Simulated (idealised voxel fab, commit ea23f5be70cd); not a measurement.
The following is a process module called voxel air gaps.
The width of the displayed cross-section, cut, is 255 nm; its cells are square, with a size of 5 nm.
This document writes a cross-section as a grid whose cells are square, and gives it as bands, listed from the top down; one or more rows of cells form a band. Band: top and bottom heights (nm) first, top before bottom; then materials from left to right, widths in nm. "throughout" marks a sole material filling the band edge to edge. "empty" denotes empty space. Note: height 0 marks the level under which the wafer is uniformly one material as received. Lowest band unbounded below, written "z 0 and below". A two-number width, for instance "30 to 40", indicates that the width is equal to the first number in the top row of the band and to the second number in the bottom row, and that it changes by a constant amount per row of cells. Any step labelled "all unchanged" changed none of the cells in the cross-section. "Sealed internal voids": sealed empty spaces, 8 cells or more, no open way to top, listed width x height at distance, with distance from the left edge and width, height and distance in nm. Past the settings on a step's line: simulator remark, on that step. What "overlay nm" on a step's line means: if the step has a mask, that mask lay this far to the right of its planned place, or, when the value is negative, to the left.

HERE'S WHAT THE PLANNED PROCESS STEPS LOOK LIKE
1. RECEIVE with material Si
2. CONFORMAL_DEP with material SiO2, thk nm 15
3. CONFORMAL_DEP with material SiCN, thk nm 5
4. DIRECTIONAL_DEP with material lowk, thk nm 30
5. MASKED_ETCH with tone open, mask id LINES, width nm 20, pitch nm 45, etch materials lowk, depth nm 30, overlay nm 0
6. CONFORMAL_DEP with material TiN, thk nm 5
7. FILL_DEP with material W, thk nm 10
8. CMP with height nm 50
9. EPI with material Ru, thk nm 10
10. SELECTIVE_ETCH with etch materials lowk, depth nm 40
11. CONFORMAL_DEP with material SiCN, thk nm 5

OF TWO WAFERS, THE FIRST: RUN ACCORDING TO PLAN

WAFER AT RECEIPT (POST STEP 1), CROSS-SECTION
    z 0 and below | Si throughout
    Sealed internal voids: none

YOU'RE LOOKING AT A CROSS-SECTION OF THE WAFER AFTER STEP 2
    z 15 to 0 | SiO2 throughout
    Beneath the level 0, the cross-section is identical to its previous state.

YOU'RE LOOKING AT A CROSS-SECTION OF THE WAFER AFTER STEP 3
    z 20 to 15 | SiCN throughout
    Beneath the level 15, the cross-section is identical to its previous state.

YOU'RE LOOKING AT A CROSS-SECTION OF THE WAFER AFTER STEP 4
    z 50 to 20 | lowk throughout
    Beneath the level 20, the cross-section is identical to its previous state.

YOU'RE LOOKING AT A CROSS-SECTION OF THE WAFER AFTER STEP 5
    z 50 to 20 | lowk 70 | empty 20 | lowk 25 | empty 20 | lowk 25 | empty 20 | lowk 75
    Beneath the level 20, the cross-section is identical to its previous state.

YOU'RE LOOKING AT A CROSS-SECTION OF THE WAFER AFTER STEP 6
    z 55 to 50 | TiN 75 | empty 10 | TiN 35 | empty 10 | TiN 35 | empty 10 | TiN 80
    z 50 to 25 | lowk 70 | TiN 5 | empty 10 | TiN 5 | lowk 25 | TiN 5 | empty 10 | TiN 5 | lowk 25 | TiN 5 | empty 10 | TiN 5 | lowk 75
    z 25 to 20 | lowk 70 | TiN 20 | lowk 25 | TiN 20 | lowk 25 | TiN 20 | lowk 75
    Beneath the level 20, the cross-section is identical to its previous state.

YOU'RE LOOKING AT A CROSS-SECTION OF THE WAFER AFTER STEP 7
    z 65 to 55 | W throughout
    z 55 to 50 | TiN 75 | W 10 | TiN 35 | W 10 | TiN 35 | W 10 | TiN 80
    z 50 to 25 | lowk 70 | TiN 5 | W 10 | TiN 5 | lowk 25 | TiN 5 | W 10 | TiN 5 | lowk 25 | TiN 5 | W 10 | TiN 5 | lowk 75
    Beneath the level 25, the cross-section is identical to its previous state.

YOU'RE LOOKING AT A CROSS-SECTION OF THE WAFER AFTER STEP 8
    z 50 to 25 | lowk 70 | TiN 5 | W 10 | TiN 5 | lowk 25 | TiN 5 | W 10 | TiN 5 | lowk 25 | TiN 5 | W 10 | TiN 5 | lowk 75
    Beneath the level 25, the cross-section is identical to its previous state.

YOU'RE LOOKING AT A CROSS-SECTION OF THE WAFER AFTER STEP 9
    z 60 to 50 | empty 60 | Ru 40 | empty 5 | Ru 40 | empty 5 | Ru 40 | empty 65
    Beneath the level 50, the cross-section is identical to its previous state.

YOU'RE LOOKING AT A CROSS-SECTION OF THE WAFER AFTER STEP 10
    z 60 to 50 | empty 60 | Ru 40 | empty 5 | Ru 40 | empty 5 | Ru 40 | empty 65
    z 50 to 25 | empty 70 | TiN 5 | W 10 | TiN 5 | empty 25 | TiN 5 | W 10 | TiN 5 | empty 25 | TiN 5 | W 10 | TiN 5 | empty 75
    z 25 to 20 | empty 70 | TiN 20 | empty 25 | TiN 20 | empty 25 | TiN 20 | empty 75
    Beneath the level 20, the cross-section is identical to its previous state.

YOU'RE LOOKING AT A CROSS-SECTION OF THE WAFER AFTER STEP 11
    z 65 to 60 | empty 55 | SiCN 140 | empty 60
    z 60 to 50 | empty 55 | SiCN 5 | Ru 40 | SiCN 5 | Ru 40 | SiCN 5 | Ru 40 | SiCN 5 | empty 60
    z 50 to 45 | empty 55 | SiCN 15 | TiN 5 | W 10 | TiN 5 | SiCN 25 | TiN 5 | W 10 | TiN 5 | SiCN 25 | TiN 5 | W 10 | TiN 5 | SiCN 15 | empty 60
    z 45 to 25 | empty 65 | SiCN 5 | TiN 5 | W 10 | TiN 5 | SiCN 5 | empty 15 | SiCN 5 | TiN 5 | W 10 | TiN 5 | SiCN 5 | empty 15 | SiCN 5 | TiN 5 | W 10 | TiN 5 | SiCN 5 | empty 70
    z 25 to 20 | SiCN 70 | TiN 20 | SiCN 25 | TiN 20 | SiCN 25 | TiN 20 | SiCN 75
    Beneath the level 20, the cross-section is identical to its previous state.
    Sealed internal voids: 15 x 20 at 95; 15 x 20 at 140

IT IS TO BE NOTED THAT THE SECOND WAFER PROCEEDED FROM THE SAME INITIAL STATE AND ACCORDING TO THE SAME PLAN AS THE FIRST, ALTHOUGH ONE MISTAKE WAS COMMITTED IN ITS EXECUTION; THROUGH STEP 1, INCLUSIVE, THE TWO WAFERS SHARE AN IDENTICAL HISTORY

CROSS-SECTION OF THE SECOND WAFER CORRESPONDING TO THE PLANNED CONCLUSION OF STEP 2
    z 5 to 0 | SiCN throughout
    Beneath the level 0, the cross-section is identical to its previous state.

CROSS-SECTION OF THE SECOND WAFER CORRESPONDING TO THE PLANNED CONCLUSION OF STEP 3
    z 20 to 5 | SiO2 throughout
    Beneath the level 5, the cross-section is identical to its previous state.

CROSS-SECTION OF THE SECOND WAFER CORRESPONDING TO THE PLANNED CONCLUSION OF STEP 4
    z 50 to 20 | lowk throughout
    Beneath the level 20, the cross-section is identical to its previous state.

CROSS-SECTION OF THE SECOND WAFER CORRESPONDING TO THE PLANNED CONCLUSION OF STEP 5
    z 50 to 20 | lowk 70 | empty 20 | lowk 25 | empty 20 | lowk 25 | empty 20 | lowk 75
    Beneath the level 20, the cross-section is identical to its previous state.

CROSS-SECTION OF THE SECOND WAFER CORRESPONDING TO THE PLANNED CONCLUSION OF STEP 6
    z 55 to 50 | TiN 75 | empty 10 | TiN 35 | empty 10 | TiN 35 | empty 10 | TiN 80
    z 50 to 25 | lowk 70 | TiN 5 | empty 10 | TiN 5 | lowk 25 | TiN 5 | empty 10 | TiN 5 | lowk 25 | TiN 5 | empty 10 | TiN 5 | lowk 75
    z 25 to 20 | lowk 70 | TiN 20 | lowk 25 | TiN 20 | lowk 25 | TiN 20 | lowk 75
    Beneath the level 20, the cross-section is identical to its previous state.

CROSS-SECTION OF THE SECOND WAFER CORRESPONDING TO THE PLANNED CONCLUSION OF STEP 7
    z 65 to 55 | W throughout
    z 55 to 50 | TiN 75 | W 10 | TiN 35 | W 10 | TiN 35 | W 10 | TiN 80
    z 50 to 25 | lowk 70 | TiN 5 | W 10 | TiN 5 | lowk 25 | TiN 5 | W 10 | TiN 5 | lowk 25 | TiN 5 | W 10 | TiN 5 | lowk 75
    Beneath the level 25, the cross-section is identical to its previous state.

CROSS-SECTION OF THE SECOND WAFER CORRESPONDING TO THE PLANNED CONCLUSION OF STEP 8
    z 50 to 25 | lowk 70 | TiN 5 | W 10 | TiN 5 | lowk 25 | TiN 5 | W 10 | TiN 5 | lowk 25 | TiN 5 | W 10 | TiN 5 | lowk 75
    Beneath the level 25, the cross-section is identical to its previous state.

CROSS-SECTION OF THE SECOND WAFER CORRESPONDING TO THE PLANNED CONCLUSION OF STEP 9
    z 60 to 50 | empty 60 | Ru 40 | empty 5 | Ru 40 | empty 5 | Ru 40 | empty 65
    Beneath the level 50, the cross-section is identical to its previous state.

CROSS-SECTION OF THE SECOND WAFER CORRESPONDING TO THE PLANNED CONCLUSION OF STEP 10
    z 60 to 50 | empty 60 | Ru 40 | empty 5 | Ru 40 | empty 5 | Ru 40 | empty 65
    z 50 to 25 | empty 70 | TiN 5 | W 10 | TiN 5 | empty 25 | TiN 5 | W 10 | TiN 5 | empty 25 | TiN 5 | W 10 | TiN 5 | empty 75
    z 25 to 20 | empty 70 | TiN 20 | empty 25 | TiN 20 | empty 25 | TiN 20 | empty 75
    Beneath the level 20, the cross-section is identical to its previous state.

CROSS-SECTION OF THE SECOND WAFER CORRESPONDING TO THE PLANNED CONCLUSION OF STEP 11
    z 65 to 60 | empty 55 | SiCN 140 | empty 60
    z 60 to 50 | empty 55 | SiCN 5 | Ru 40 | SiCN 5 | Ru 40 | SiCN 5 | Ru 40 | SiCN 5 | empty 60
    z 50 to 45 | empty 55 | SiCN 15 | TiN 5 | W 10 | TiN 5 | SiCN 25 | TiN 5 | W 10 | TiN 5 | SiCN 25 | TiN 5 | W 10 | TiN 5 | SiCN 15 | empty 60
    z 45 to 25 | empty 65 | SiCN 5 | TiN 5 | W 10 | TiN 5 | SiCN 5 | empty 15 | SiCN 5 | TiN 5 | W 10 | TiN 5 | SiCN 5 | empty 15 | SiCN 5 | TiN 5 | W 10 | TiN 5 | SiCN 5 | empty 70
    z 25 to 20 | SiCN 70 | TiN 20 | SiCN 25 | TiN 20 | SiCN 25 | TiN 20 | SiCN 75
    Beneath the level 20, the cross-section is identical to its previous state.
    Sealed internal voids: 15 x 20 at 95; 15 x 20 at 140
The plan and the run diverged here: steps 2 and 3 swapped
Matching per-material cell counts, mismatched positions: that is how the second wafer compares with the first at the end.
